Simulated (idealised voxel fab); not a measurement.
process module | voxel transistor to metal
cross-section cut | 185 nm wide | cells 5 nm
A cross-section is a grid of square cells, given in bands from the top down. A band is one or more rows of cells.
Each band's line starts with the height of the band's top and of its bottom, in nm. Then come its materials from left to right, each with its width in nm. One material with "throughout" fills the band from edge to edge. "air" is empty space.
Height 0 is the level under which the wafer as received is all one material. The lowest band goes on downwards, as in "0 down".
A width such as "30 to 40" changes by the same amount from each row of cells to the next, from the band's top row to its bottom row.
"no change" after a step means that no cell of the cross-section changed.
closed voids: empty space of 8 cells or more with no open way to the top, each as width x height at its distance from the left edge, in nm
after a step's settings: what the simulator itself notes on the step
overlay nm, on a step with a mask: how far to the right of its planned place the mask lay; to the left if negative
plan
1 op RECEIVE | material Si
2 op CONFORMAL_DEP | material SiO2 | thk nm 5
3 op CONFORMAL_DEP | material SiN | thk nm 10
4 op PATTERN | tone cover | mask id ACTIVE | material resist | width nm 115 | thk nm 20 | overlay nm 0
5 op DIRECTIONAL_ETCH | etch materials SiN | depth nm 10
6 op DIRECTIONAL_ETCH | etch materials SiO2 | depth nm 5
7 op DIRECTIONAL_ETCH | etch materials Si | depth nm 35
8 op STRIP | etch materials resist
9 op OXIDIZE | depth nm 5
10 op FILL_DEP | material SiO2 | thk nm 5
11 op CMP | height nm 15
12 op SELECTIVE_ETCH | etch materials SiO2 | depth nm 10
13 op STRIP | etch materials SiN
14 op SELECTIVE_ETCH | etch materials SiO2 | depth nm 5
15 op OXIDIZE | depth nm 5
16 op DIRECTIONAL_DEP | material polySi | thk nm 25
17 op DIRECTIONAL_DEP | material SiCN | thk nm 15
18 op MASKED_ETCH | tone cover | mask id GATE | width nm 25 | etch materials SiCN | depth nm 25 | overlay nm 0
19 op MASKED_ETCH | tone cover | mask id GATE | width nm 25 | etch materials polySi | depth nm 35 | overlay nm 0
20 op CONFORMAL_DEP | material SiO2 | thk nm 5
21 op DIRECTIONAL_ETCH | etch materials SiO2 | depth nm 5
22 op CONFORMAL_DEP | material SiN | thk nm 10
23 op DIRECTIONAL_ETCH | etch materials SiN | depth nm 10
24 op DIRECTIONAL_ETCH | etch materials SiO2 | depth nm 5
25 op EPI | material pSi | thk nm 5
26 op FILL_DEP | material SiO2 | thk nm 10
27 op CMP | height nm 25
28 op STRIP | etch materials polySi
29 op SELECTIVE_ETCH | etch materials SiO2 | depth nm 5
30 op CONFORMAL_DEP | material HfO2 | thk nm 5
31 op CONFORMAL_DEP | material TiN | thk nm 5
32 op FILL_DEP | material W | thk nm 10
33 op CMP | height nm 20
34 op DIRECTIONAL_DEP | material SiO2 | thk nm 15
35 op PATTERN | tone open | mask id CONTACT | material resist | width nm 15 | pitch nm 80 | thk nm 20 | overlay nm 0
36 op DIRECTIONAL_ETCH | etch materials SiO2 | depth nm 35
37 op STRIP | etch materials resist
38 op CONFORMAL_DEP | material TiN | thk nm 5
39 op FILL_DEP | material Ru | thk nm 5
40 op CMP | height nm 35
41 op CONFORMAL_DEP | material SiN | thk nm 5
42 op DIRECTIONAL_DEP | material lowk | thk nm 20
43 op MASKED_ETCH | tone open | mask id METAL_1 | width nm 15 | pitch nm 80 | etch materials lowk | depth nm 20 | overlay nm 0
44 op MASKED_ETCH | tone open | mask id METAL_1 | width nm 15 | pitch nm 80 | etch materials SiN | depth nm 5 | overlay nm 0
45 op CONFORMAL_DEP | material TiN | thk nm 5
46 op FILL_DEP | material Cu | thk nm 10
47 op CMP | height nm 60
48 op CONFORMAL_DEP | material SiN | thk nm 5
as received, after step 1
  0 down: Si throughout
  closed voids: none
first wafer at the end, as planned
  65 to 60: SiN throughout
  60 to 40: lowk 45 | TiN 5 | Cu 5 | TiN 5 | lowk 65 | TiN 5 | Cu 5 | TiN 5 | lowk 45
  40 to 35: SiN 45 | TiN 15 | SiN 65 | TiN 15 | SiN 45
  35 to 20: SiO2 45 | TiN 5 | Ru 5 | TiN 5 | SiO2 65 | TiN 5 | Ru 5 | TiN 5 | SiO2 45
  20 to 5: SiO2 45 | TiN 5 | Ru 5 | TiN 5 | SiO2 5 | SiN 10 | HfO2 5 | TiN 5 | W 15 | TiN 5 | HfO2 5 | SiN 10 | SiO2 5 | TiN 5 | Ru 5 | TiN 5 | SiO2 45
  5 to 0: SiO2 45 | TiN 15 | SiO2 5 | SiN 10 | HfO2 5 | TiN 25 | HfO2 5 | SiN 10 | SiO2 5 | TiN 15 | SiO2 45
  0 to -5: SiO2 35 | pSi 30 | SiO2 10 | HfO2 35 | SiO2 10 | pSi 30 | SiO2 35
  -5 to -40: SiO2 40 | Si 105 | SiO2 40
  -40 down: Si throughout
  closed voids: none
second wafer at the end: like start, like plan, one mistake
  65 to 60: SiN throughout
  60 to 45: lowk 45 | TiN 5 | Cu 10 | TiN 5 | lowk 60 | TiN 5 | Cu 10 | TiN 5 | lowk 40
  45 to 40: lowk 45 | TiN 5 | Cu 5 | TiN 10 | lowk 60 | TiN 5 | Cu 5 | TiN 10 | lowk 40
  40 to 35: SiN 45 | TiN 15 | SiN 65 | TiN 15 | SiN 45
  35 to 20: SiO2 45 | TiN 5 | Ru 5 | TiN 5 | SiO2 65 | TiN 5 | Ru 5 | TiN 5 | SiO2 45
  20 to 5: SiO2 45 | TiN 5 | Ru 5 | TiN 5 | SiO2 5 | SiN 10 | HfO2 5 | TiN 5 | W 15 | TiN 5 | HfO2 5 | SiN 10 | SiO2 5 | TiN 5 | Ru 5 | TiN 5 | SiO2 45
  5 to 0: SiO2 45 | TiN 15 | SiO2 5 | SiN 10 | HfO2 5 | TiN 25 | HfO2 5 | SiN 10 | SiO2 5 | TiN 15 | SiO2 45
  0 to -5: SiO2 35 | pSi 30 | SiO2 10 | HfO2 35 | SiO2 10 | pSi 30 | SiO2 35
  -5 to -40: SiO2 40 | Si 105 | SiO2 40
  -40 down: Si throughout
  closed voids: none
what went wrong: step 43 ran as: op MASKED_ETCH | tone open | mask id METAL_1 | width nm 20 | pitch nm 80 | etch materials lowk | depth nm 20 | overlay nm 0
at the end the second wafer has, in cells: 6 more of Cu | 2 more of TiN | 8 fewer of lowk
